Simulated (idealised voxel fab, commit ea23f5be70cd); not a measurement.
process module | voxel self aligned vias
Section cut is 230 nm wide and gridded with 5 nm square cells.
Think of the cross-section as a grid of square cells. We describe it in bands, top to bottom, and each band covers one or more rows of those cells. Band entry format. Leading values: height of top, height of bottom, nm. Remainder: materials in left-to-right order, each with its width in nm. Special words: "throughout" on a single material, which then fills the band edge to edge; "empty", empty space. We count height from 0. Below that, the starting wafer is all one material. The lowest band never ends at the bottom but goes on down; see "0..down" for how that is written. A two-number width, for instance "30 to 40", indicates that the width is equal to the first number in the top row of the band and to the second number in the bottom row, and that it changes by a constant amount per row of cells. What does "nothing altered" mean for a step? It means no cell of the cross-section changed in that step. "Closed void listing" contains a list of empty spaces, each no smaller than 8 cells and without an open way to the top, written in the form width x height at distance with the distance from the left edge and all three in nm. If you see something after the settings on a step's line, that's the simulator's own remark about that step. overlay nm: where the mask lay relative to plan, measured to the right, on steps with a mask; negatives go left.

## Steps planned for the process
1. RECEIVE: material Si
2. CONFORMAL_DEP: material SiO2, thk nm 15
3. CONFORMAL_DEP: material SiCN, thk nm 5
4. DIRECTIONAL_DEP: material lowk, thk nm 20
5. MASKED_ETCH: tone open, mask id LINES, width nm 30, pitch nm 55, etch materials lowk, depth nm 20, overlay nm 0
6. CONFORMAL_DEP: material TiN, thk nm 5
7. FILL_DEP: material W, thk nm 10
8. CMP: height nm 40
9. SELECTIVE_ETCH: etch materials W Ru TiN, depth nm 5
10. FILL_DEP: material SiN, thk nm 10
11. CMP: height nm 40
12. DIRECTIONAL_DEP: material lowk, thk nm 20
13. DIRECTIONAL_DEP: material aC, thk nm 15
14. PATTERN: tone open, mask id VIAS, material resist, width nm 40, thk nm 30, overlay nm 0
15. DIRECTIONAL_ETCH: etch materials aC, depth nm 15
16. STRIP: etch materials resist
17. DIRECTIONAL_ETCH: etch materials lowk, depth nm 20
18. DIRECTIONAL_ETCH: etch materials SiN, depth nm 5
19. STRIP: etch materials aC
20. CONFORMAL_DEP: material TiN, thk nm 5
21. FILL_DEP: material W, thk nm 10
22. CMP: height nm 60
23. CONFORMAL_DEP: material SiN, thk nm 5

## The first of the two wafers, which ran as planned

## As-received wafer cross-section (after step 1)
    0..down = Si throughout
    Closed void listing: none

## After step 2: wafer cross-section
    15..0 = SiO2 throughout
    Below 0 it's all the same as before, nothing changed down there.

## After step 3: wafer cross-section
    20..15 = SiCN throughout
    Below 15 it's all the same as before, nothing changed down there.

## After step 4: wafer cross-section
    40..20 = lowk throughout
    Below 20 it's all the same as before, nothing changed down there.

## After step 5: wafer cross-section
    40..20 = lowk=70  empty=30  lowk=25  empty=30  lowk=75
    Below 20 it's all the same as before, nothing changed down there.

## After step 6: wafer cross-section
    45..40 = TiN=75  empty=20  TiN=35  empty=20  TiN=80
    40..25 = lowk=70  TiN=5  empty=20  TiN=5  lowk=25  TiN=5  empty=20  TiN=5  lowk=75
    25..20 = lowk=70  TiN=30  lowk=25  TiN=30  lowk=75
    Below 20 it's all the same as before, nothing changed down there.

## After step 7: wafer cross-section
    55..45 = W throughout
    45..40 = TiN=75  W=20  TiN=35  W=20  TiN=80
    40..25 = lowk=70  TiN=5  W=20  TiN=5  lowk=25  TiN=5  W=20  TiN=5  lowk=75
    Below 25 it's all the same as before, nothing changed down there.

## After step 8: wafer cross-section
    40..25 = lowk=70  TiN=5  W=20  TiN=5  lowk=25  TiN=5  W=20  TiN=5  lowk=75
    Below 25 it's all the same as before, nothing changed down there.

## After step 9: wafer cross-section
    40..35 = lowk=70  empty=30  lowk=25  empty=30  lowk=75
    Below 35 it's all the same as before, nothing changed down there.

## After step 10: wafer cross-section
    50..40 = SiN throughout
    40..35 = lowk=70  SiN=30  lowk=25  SiN=30  lowk=75
    Below 35 it's all the same as before, nothing changed down there.

## After step 11: wafer cross-section
    40..35 = lowk=70  SiN=30  lowk=25  SiN=30  lowk=75
    Below 35 it's all the same as before, nothing changed down there.

## After step 12: wafer cross-section
    60..40 = lowk throughout
    Below 40 it's all the same as before, nothing changed down there.

## After step 13: wafer cross-section
    75..60 = aC throughout
    Below 60 it's all the same as before, nothing changed down there.

## After step 14: wafer cross-section
    105..75 = resist=65  empty=40  resist=125
    Below 75 it's all the same as before, nothing changed down there.

## After step 15: wafer cross-section
    90..75 = resist=65  empty=40  resist=125
    75..60 = aC=65  empty=40  aC=125
    Below 60 it's all the same as before, nothing changed down there.

## After step 16: wafer cross-section
    75..60 = aC=65  empty=40  aC=125
    Below 60 it's all the same as before, nothing changed down there.

## After step 17: wafer cross-section
    75..60 = aC=65  empty=40  aC=125
    60..40 = lowk=65  empty=40  lowk=125
    Below 40 it's all the same as before, nothing changed down there.

## After step 18: wafer cross-section
    75..60 = aC=65  empty=40  aC=125
    60..40 = lowk=65  empty=40  lowk=125
    40..35 = lowk=70  empty=30  lowk=25  SiN=30  lowk=75
    Below 35 it's all the same as before, nothing changed down there.

## After step 19: wafer cross-section
    60..40 = lowk=65  empty=40  lowk=125
    Below 40 it's all the same as before, nothing changed down there.

## After step 20: wafer cross-section
    65..60 = TiN=70  empty=30  TiN=130
    60..45 = lowk=65  TiN=5  empty=30  TiN=5  lowk=125
    45..40 = lowk=65  TiN=10  empty=20  TiN=10  lowk=125
    40..35 = lowk=70  TiN=30  lowk=25  SiN=30  lowk=75
    Below 35 it's all the same as before, nothing changed down there.

## After step 21: wafer cross-section
    75..65 = W throughout
    65..60 = TiN=70  W=30  TiN=130
    60..45 = lowk=65  TiN=5  W=30  TiN=5  lowk=125
    45..40 = lowk=65  TiN=10  W=20  TiN=10  lowk=125
    Below 40 it's all the same as before, nothing changed down there.

## After step 22: wafer cross-section
    60..45 = lowk=65  TiN=5  W=30  TiN=5  lowk=125
    Below 45 it's all the same as before, nothing changed down there.

## After step 23: wafer cross-section
    65..60 = SiN throughout
    Below 60 it's all the same as before, nothing changed down there.

## For the second wafer, take the first wafer's start and plan, then add one mistake made in running it; everything through step 2, that step included, is shared with the first

## Second wafer profile in section, at the moment step 3 of the plan was meant to be complete
    35..15 = lowk throughout
    Below 15 it's all the same as before, nothing changed down there.

## Second wafer profile in section, at the moment step 4 of the plan was meant to be complete
    40..35 = SiCN throughout
    Below 35 it's all the same as before, nothing changed down there.

Second wafer profile in section, at the moment step 5 of the plan was meant to be complete: nothing altered

## Second wafer profile in section, at the moment step 6 of the plan was meant to be complete
    45..40 = TiN throughout
    Below 40 it's all the same as before, nothing changed down there.

## Second wafer profile in section, at the moment step 7 of the plan was meant to be complete
    55..45 = W throughout
    Below 45 it's all the same as before, nothing changed down there.

## Second wafer profile in section, at the moment step 8 of the plan was meant to be complete
    40..35 = SiCN throughout
    Below 35 it's all the same as before, nothing changed down there.

Second wafer profile in section, at the moment step 9 of the plan was meant to be complete: nothing altered

## Second wafer profile in section, at the moment step 10 of the plan was meant to be complete
    50..40 = SiN throughout
    Below 40 it's all the same as before, nothing changed down there.

## Second wafer profile in section, at the moment step 11 of the plan was meant to be complete
    40..35 = SiCN throughout
    Below 35 it's all the same as before, nothing changed down there.

## Second wafer profile in section, at the moment step 12 of the plan was meant to be complete
    60..40 = lowk throughout
    Below 40 it's all the same as before, nothing changed down there.

## Second wafer profile in section, at the moment step 13 of the plan was meant to be complete
    75..60 = aC throughout
    Below 60 it's all the same as before, nothing changed down there.

## Second wafer profile in section, at the moment step 14 of the plan was meant to be complete
    105..75 = resist=65  empty=40  resist=125
    Below 75 it's all the same as before, nothing changed down there.

## Second wafer profile in section, at the moment step 15 of the plan was meant to be complete
    90..75 = resist=65  empty=40  resist=125
    75..60 = aC=65  empty=40  aC=125
    Below 60 it's all the same as before, nothing changed down there.

## Second wafer profile in section, at the moment step 16 of the plan was meant to be complete
    75..60 = aC=65  empty=40  aC=125
    Below 60 it's all the same as before, nothing changed down there.

## Second wafer profile in section, at the moment step 17 of the plan was meant to be complete
    75..60 = aC=65  empty=40  aC=125
    60..40 = lowk=65  empty=40  lowk=125
    Below 40 it's all the same as before, nothing changed down there.

Second wafer profile in section, at the moment step 18 of the plan was meant to be complete: nothing altered

## Second wafer profile in section, at the moment step 19 of the plan was meant to be complete
    60..40 = lowk=65  empty=40  lowk=125
    Below 40 it's all the same as before, nothing changed down there.

## Second wafer profile in section, at the moment step 20 of the plan was meant to be complete
    65..60 = TiN=70  empty=30  TiN=130
    60..45 = lowk=65  TiN=5  empty=30  TiN=5  lowk=125
    45..40 = lowk=65  TiN=40  lowk=125
    Below 40 it's all the same as before, nothing changed down there.

## Second wafer profile in section, at the moment step 21 of the plan was meant to be complete
    75..65 = W throughout
    65..60 = TiN=70  W=30  TiN=130
    60..45 = lowk=65  TiN=5  W=30  TiN=5  lowk=125
    Below 45 it's all the same as before, nothing changed down there.

## Second wafer profile in section, at the moment step 22 of the plan was meant to be complete
    60..45 = lowk=65  TiN=5  W=30  TiN=5  lowk=125
    Below 45 it's all the same as before, nothing changed down there.

## Second wafer profile in section, at the moment step 23 of the plan was meant to be complete
    65..60 = SiN throughout
    Below 60 it's all the same as before, nothing changed down there.
Finding, execution versus plan: steps 3 and 4: order swapped relative to plan
In the final state, the cell counts of the second wafer exceed or fall short of those of the first for the following materials: SiN: 6 fewer | TiN: 22 fewer | W: 20 fewer | lowk: 48 more
